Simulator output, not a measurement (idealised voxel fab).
The following process module bears the name voxel capacitor over wiring.
The width of the displayed cross-section, cut, is 145 nm; its cells are square, with a size of 5 nm.
How to read a cross-section here: the picture is a grid of square cells, written as bands going from the top down, and any band can span one or more rows of cells. Basically the band line says how high the top is and how high the bottom is, in nm, and then what's in it from left to right, every material with its width in nm. Empty space shows up as "blank", and if a single material carries "edge to edge" it runs the full band edge to edge. Height is counted from the level 0, under which the received wafer is composed throughout of one material. The lowest of the bands is not closed at the bottom but continues downward, in the notation "top 0, no bottom". Quick explanation for "30 to 40": the width changes in equal steps down the rows of cells, from the first number in the band's top row to the second number in its bottom row. A step reported as "no modifications" is a step in which no cell of the cross-section changed. "Enclosed internal cavities" - sealed voids, min. 8 cells, no opening to top; format: width x height at distance (distance from left edge; nm throughout). The remark found on a step's line after its settings is issued by the simulator itself and pertains to that step. On any step carrying a mask, the "overlay nm" setting, if present on the step's line, tells how far right of its planned place the mask lay; negative values point to the left.

So here's the lineup of process steps we planned
1. RECEIVE with material Si
2. CONFORMAL_DEP with material SiO2, thk nm 10
3. CONFORMAL_DEP with material SiN, thk nm 5
4. DIRECTIONAL_DEP with material SiO2, thk nm 15
5. MASKED_ETCH with tone open, mask id METAL_1, width nm 20, pitch nm 85, etch materials SiO2, depth nm 15, overlay nm 0
6. MASKED_ETCH with tone open, mask id METAL_1, width nm 20, pitch nm 85, etch materials SiN, depth nm 5, overlay nm 0
7. CONFORMAL_DEP with material TiN, thk nm 5
8. FILL_DEP with material W, thk nm 10
9. CMP with height nm 30
10. CONFORMAL_DEP with material SiCN, thk nm 5
11. DIRECTIONAL_DEP with material SiO2, thk nm 20
12. DIRECTIONAL_DEP with material aC, thk nm 10
13. PATTERN with tone open, mask id PLUG_1, material resist, width nm 15, thk nm 25, overlay nm 0
14. DIRECTIONAL_ETCH with etch materials aC, depth nm 10
15. STRIP with etch materials resist
16. DIRECTIONAL_ETCH with etch materials SiO2, depth nm 20
17. DIRECTIONAL_ETCH with etch materials SiCN, depth nm 5
18. STRIP with etch materials aC
19. EPI with material Ru, thk nm 10
20. EPI with material Ru, thk nm 10
21. EPI with material Ru, thk nm 5
22. DIRECTIONAL_DEP with material TiN, thk nm 5
23. DIRECTIONAL_DEP with material SiN, thk nm 5
24. DIRECTIONAL_DEP with material TiN, thk nm 10
25. MASKED_ETCH with tone cover, mask id UPPER_PLATE, width nm 70, etch materials TiN, depth nm 10, overlay nm 0
26. MASKED_ETCH with tone cover, mask id UPPER_PLATE, width nm 70, etch materials SiN, depth nm 5, overlay nm 0
27. DIRECTIONAL_DEP with material aC, thk nm 15
28. PATTERN with tone cover, mask id LOWER_PLATE, material resist, width nm 80, thk nm 35, overlay nm 0
29. DIRECTIONAL_ETCH with etch materials aC, depth nm 15
30. STRIP with etch materials resist
31. DIRECTIONAL_ETCH with etch materials TiN, depth nm 5
32. STRIP with etch materials aC
33. FILL_DEP with material SiO2, thk nm 15
34. CMP with height nm 85
35. MASKED_ETCH with tone open, mask id PLUG_2, width nm 15, etch materials SiO2, depth nm 10, overlay nm 0
36. CONFORMAL_DEP with material TiN, thk nm 5
37. FILL_DEP with material Cu, thk nm 5
38. CMP with height nm 85
39. CONFORMAL_DEP with material SiCN, thk nm 5

The following pertains to the first of two wafers, which was processed as planned

So this is the incoming wafer in cross-section - it's already been through step 1
  top 0, no bottom: Si edge to edge
  Enclosed internal cavities: none

Step 2 complete: cross-section through the wafer
  top 10, bottom 0: SiO2 edge to edge
  Under 0: no change, same as before.

Step 3 complete: cross-section through the wafer
  top 15, bottom 10: SiN edge to edge
  Under 10: no change, same as before.

Step 4 complete: cross-section through the wafer
  top 30, bottom 15: SiO2 edge to edge
  Under 15: no change, same as before.

Step 5 complete: cross-section through the wafer
  top 30, bottom 15: SiO2 20 / blank 20 / SiO2 65 / blank 20 / SiO2 20
  Under 15: no change, same as before.

Step 6 complete: cross-section through the wafer
  top 30, bottom 15: SiO2 20 / blank 20 / SiO2 65 / blank 20 / SiO2 20
  top 15, bottom 10: SiN 20 / blank 20 / SiN 65 / blank 20 / SiN 20
  Under 10: no change, same as before.

Step 7 complete: cross-section through the wafer
  top 35, bottom 30: TiN 25 / blank 10 / TiN 75 / blank 10 / TiN 25
  top 30, bottom 15: SiO2 20 / TiN 5 / blank 10 / TiN 5 / SiO2 65 / TiN 5 / blank 10 / TiN 5 / SiO2 20
  top 15, bottom 10: SiN 20 / TiN 20 / SiN 65 / TiN 20 / SiN 20
  Under 10: no change, same as before.

Step 8 complete: cross-section through the wafer
  top 45, bottom 35: W edge to edge
  top 35, bottom 30: TiN 25 / W 10 / TiN 75 / W 10 / TiN 25
  top 30, bottom 15: SiO2 20 / TiN 5 / W 10 / TiN 5 / SiO2 65 / TiN 5 / W 10 / TiN 5 / SiO2 20
  Under 15: no change, same as before.

Step 9 complete: cross-section through the wafer
  top 30, bottom 15: SiO2 20 / TiN 5 / W 10 / TiN 5 / SiO2 65 / TiN 5 / W 10 / TiN 5 / SiO2 20
  Under 15: no change, same as before.

Step 10 complete: cross-section through the wafer
  top 35, bottom 30: SiCN edge to edge
  Under 30: no change, same as before.

Step 11 complete: cross-section through the wafer
  top 55, bottom 35: SiO2 edge to edge
  Under 35: no change, same as before.

Step 12 complete: cross-section through the wafer
  top 65, bottom 55: aC edge to edge
  Under 55: no change, same as before.

Step 13 complete: cross-section through the wafer
  top 90, bottom 65: resist 25 / blank 15 / resist 105
  Under 65: no change, same as before.

Step 14 complete: cross-section through the wafer
  top 80, bottom 65: resist 25 / blank 15 / resist 105
  top 65, bottom 55: aC 25 / blank 15 / aC 105
  Under 55: no change, same as before.

Step 15 complete: cross-section through the wafer
  top 65, bottom 55: aC 25 / blank 15 / aC 105
  Under 55: no change, same as before.

Step 16 complete: cross-section through the wafer
  top 65, bottom 55: aC 25 / blank 15 / aC 105
  top 55, bottom 35: SiO2 25 / blank 15 / SiO2 105
  Under 35: no change, same as before.

Step 17 complete: cross-section through the wafer
  top 65, bottom 55: aC 25 / blank 15 / aC 105
  top 55, bottom 35: SiO2 25 / blank 15 / SiO2 105
  top 35, bottom 30: SiCN 25 / blank 15 / SiCN 105
  Under 30: no change, same as before.

Step 18 complete: cross-section through the wafer
  top 55, bottom 35: SiO2 25 / blank 15 / SiO2 105
  Under 35: no change, same as before.

Step 19 complete: cross-section through the wafer
  top 55, bottom 40: SiO2 25 / blank 15 / SiO2 105
  top 40, bottom 35: SiO2 25 / Ru 15 / SiO2 105
  top 35, bottom 30: SiCN 25 / Ru 15 / SiCN 105
  Under 30: no change, same as before.

Step 20 complete: cross-section through the wafer
  top 55, bottom 50: SiO2 25 / blank 15 / SiO2 105
  top 50, bottom 35: SiO2 25 / Ru 15 / SiO2 105
  Under 35: no change, same as before.

Step 21 complete: cross-section through the wafer
  top 55, bottom 35: SiO2 25 / Ru 15 / SiO2 105
  Under 35: no change, same as before.

Step 22 complete: cross-section through the wafer
  top 60, bottom 55: TiN edge to edge
  Under 55: no change, same as before.

Step 23 complete: cross-section through the wafer
  top 65, bottom 60: SiN edge to edge
  Under 60: no change, same as before.

Step 24 complete: cross-section through the wafer
  top 75, bottom 65: TiN edge to edge
  Under 65: no change, same as before.

Step 25 complete: cross-section through the wafer
  top 75, bottom 65: blank 25 / TiN 70 / blank 50
  Under 65: no change, same as before.

Step 26 complete: cross-section through the wafer
  top 75, bottom 65: blank 25 / TiN 70 / blank 50
  top 65, bottom 60: blank 25 / SiN 70 / blank 50
  Under 60: no change, same as before.

Step 27 complete: cross-section through the wafer
  top 90, bottom 75: blank 25 / aC 70 / blank 50
  top 75, bottom 65: aC 25 / TiN 70 / aC 50
  top 65, bottom 60: aC 25 / SiN 70 / aC 50
  Under 60: no change, same as before.

Step 28 complete: cross-section through the wafer
  top 125, bottom 90: blank 20 / resist 80 / blank 45
  top 90, bottom 75: blank 20 / resist 5 / aC 70 / resist 5 / blank 45
  Under 75: no change, same as before.

Step 29 complete: cross-section through the wafer
  top 110, bottom 90: blank 20 / resist 80 / blank 45
  top 90, bottom 75: blank 20 / resist 5 / aC 70 / resist 5 / blank 45
  top 75, bottom 65: blank 20 / aC 5 / TiN 70 / aC 5 / blank 45
  top 65, bottom 60: blank 20 / aC 5 / SiN 70 / aC 5 / blank 45
  Under 60: no change, same as before.

Step 30 complete: cross-section through the wafer
  top 90, bottom 75: blank 25 / aC 70 / blank 50
  Under 75: no change, same as before.

Step 31 complete: cross-section through the wafer
  top 90, bottom 75: blank 25 / aC 70 / blank 50
  top 75, bottom 65: blank 20 / aC 5 / TiN 70 / aC 5 / blank 45
  top 65, bottom 60: blank 20 / aC 5 / SiN 70 / aC 5 / blank 45
  top 60, bottom 55: blank 20 / TiN 80 / blank 45
  Under 55: no change, same as before.

Step 32 complete: cross-section through the wafer
  top 75, bottom 65: blank 25 / TiN 70 / blank 50
  top 65, bottom 60: blank 25 / SiN 70 / blank 50
  Under 60: no change, same as before.

Step 33 complete: cross-section through the wafer
  top 90, bottom 75: SiO2 edge to edge
  top 75, bottom 65: SiO2 25 / TiN 70 / SiO2 50
  top 65, bottom 60: SiO2 25 / SiN 70 / SiO2 50
  top 60, bottom 55: SiO2 20 / TiN 80 / SiO2 45
  Under 55: no change, same as before.

Step 34 complete: cross-section through the wafer
  top 85, bottom 75: SiO2 edge to edge
  Under 75: no change, same as before.

Step 35 complete: cross-section through the wafer
  top 85, bottom 75: SiO2 35 / blank 15 / SiO2 95
  Under 75: no change, same as before.

Step 36 complete: cross-section through the wafer
  top 90, bottom 85: TiN 40 / blank 5 / TiN 100
  top 85, bottom 80: SiO2 35 / TiN 5 / blank 5 / TiN 5 / SiO2 95
  top 80, bottom 75: SiO2 35 / TiN 15 / SiO2 95
  Under 75: no change, same as before.

Step 37 complete: cross-section through the wafer
  top 95, bottom 90: Cu edge to edge
  top 90, bottom 85: TiN 40 / Cu 5 / TiN 100
  top 85, bottom 80: SiO2 35 / TiN 5 / Cu 5 / TiN 5 / SiO2 95
  Under 80: no change, same as before.

Step 38 complete: cross-section through the wafer
  top 85, bottom 80: SiO2 35 / TiN 5 / Cu 5 / TiN 5 / SiO2 95
  Under 80: no change, same as before.

Step 39 complete: cross-section through the wafer
  top 90, bottom 85: SiCN edge to edge
  Under 85: no change, same as before.

The remaining wafer, second of the two, started like the first and was run to the same plan, except that one mistake was made along the way; the two coincide through step 26, inclusive

Second wafer, cross-section, planned end of step 27
  top 90, bottom 75: blank 25 / Cu 70 / blank 50
  top 75, bottom 65: Cu 25 / TiN 70 / Cu 50
  top 65, bottom 60: Cu 25 / SiN 70 / Cu 50
  Under 60: no change, same as before.

Second wafer, cross-section, planned end of step 28
  top 125, bottom 90: blank 20 / resist 80 / blank 45
  top 90, bottom 75: blank 20 / resist 5 / Cu 70 / resist 5 / blank 45
  Under 75: no change, same as before.

Second wafer, cross-section, planned end of step 29
  top 110, bottom 90: blank 20 / resist 80 / blank 45
  Under 90: no change, same as before.

Second wafer, cross-section, planned end of step 30
  top 90, bottom 75: blank 25 / Cu 70 / blank 50
  Under 75: no change, same as before.

Second wafer, cross-section, planned end of step 31: no modifications

Second wafer, cross-section, planned end of step 32: no modifications

Second wafer, cross-section, planned end of step 33
  top 105, bottom 90: SiO2 edge to edge
  top 90, bottom 75: SiO2 25 / Cu 70 / SiO2 50
  Under 75: no change, same as before.

Second wafer, cross-section, planned end of step 34
  top 85, bottom 75: SiO2 25 / Cu 70 / SiO2 50
  Under 75: no change, same as before.

Second wafer, cross-section, planned end of step 35: no modifications

Second wafer, cross-section, planned end of step 36
  top 90, bottom 85: TiN edge to edge
  Under 85: no change, same as before.

Second wafer, cross-section, planned end of step 37
  top 95, bottom 90: Cu edge to edge
  Under 90: no change, same as before.

Second wafer, cross-section, planned end of step 38
  top 85, bottom 75: SiO2 25 / Cu 70 / SiO2 50
  Under 75: no change, same as before.

Second wafer, cross-section, planned end of step 39
  top 90, bottom 85: SiCN edge to edge
  Under 85: no change, same as before.
Error vs. plan: step 27: run off-plan, actual operation and settings DIRECTIONAL_DEP with material Cu, thk nm 15
The closing comparison, in cells, has the second wafer with more or fewer of some materials than the first: +72 Cu, -80 SiO2, +8 TiN
